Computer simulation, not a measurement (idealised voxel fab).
The process module presented herein is designated voxel ribs on slabs.
Cross-sectional view cut (width: 280 nm; square cell size: 5 nm).
A cross-section in this document is a grid of square cells, and it is written down as bands, the top band listed before the ones below it; a band is made up of one or more rows of cells. In this notation a band is specified by the heights of its top and bottom, in that order and in nm, after which its materials appear from left to right, each paired with its width in nm. The word "all across" attached to a single material means that material fills the band from edge to edge; the word "blank" stands for empty space. For the purposes of this specification, 0 denotes the height below which the wafer in its as-received condition is composed wholly of one material, and the lowermost band, lacking a lower limit, extends downward without end, as expressed in "0..down". Width spec "30 to 40" -> top row of cells at first value, bottom row at second value, equal per-row change in between. Basically "changes: none" means that step didn't change any cell in the cross-section. Basically, "Enclosed void inventory" tells you about the enclosed voids: empty spaces with no open way to the top, 8 cells or bigger, each written width x height at distance, where distance is from the left edge, all in nm. It should be noted that, on the line of a given step, the content following the step's settings is a remark produced by the simulator itself with respect to that step. On any step carrying a mask, the "overlay nm" setting, if present on the step's line, tells how far right of its planned place the mask lay; negative values point to the left.
These are the steps we planned for the process:
1. op RECEIVE | material Si
2. op DIRECTIONAL_DEP | material SiO2 | thk nm 30
3. op DIRECTIONAL_DEP | material SiN | thk nm 20
4. op PATTERN | tone cover | mask id RIB | material resist | width nm 15 | thk nm 15 | overlay nm 0
5. op DIRECTIONAL_ETCH | etch materials SiN | depth nm 10
6. op STRIP | etch materials resist
7. op MASKED_ETCH | tone cover | mask id SLAB | width nm 45 | etch materials SiN | depth nm 10 | overlay nm 0
8. op FILL_DEP | material SiO2 | thk nm 20
9. op CMP | height nm 60
10. op DIRECTIONAL_DEP | material W | thk nm 5
11. op MASKED_ETCH | tone cover | mask id HEATER | width nm 25 | etch materials W | depth nm 5 | overlay nm 0
12. op CONFORMAL_DEP | material SiO2 | thk nm 5
Wafer cross-section on receipt, i.e. after step 1:
> 0..down | Si all across
> Enclosed void inventory: none
Figure: cross-sectional view of the wafer upon completion of the module, processed from the initial state and according to the plan depicted above, with one error introduced during execution:
> 60..55 | blank: 120 / SiO2: 35 / blank: 125
> 55..50 | SiO2: 125 / W: 25 / SiO2: 130
> 50..40 | SiO2: 130 / SiN: 15 / SiO2: 135
> 40..30 | SiO2: 115 / SiN: 45 / SiO2: 120
> 30..0 | SiO2 all across
> 0..down | Si all across
> Enclosed void inventory: none
Short version of what went wrong: contrary to plan, step 9 was performed as op CMP | height nm 50
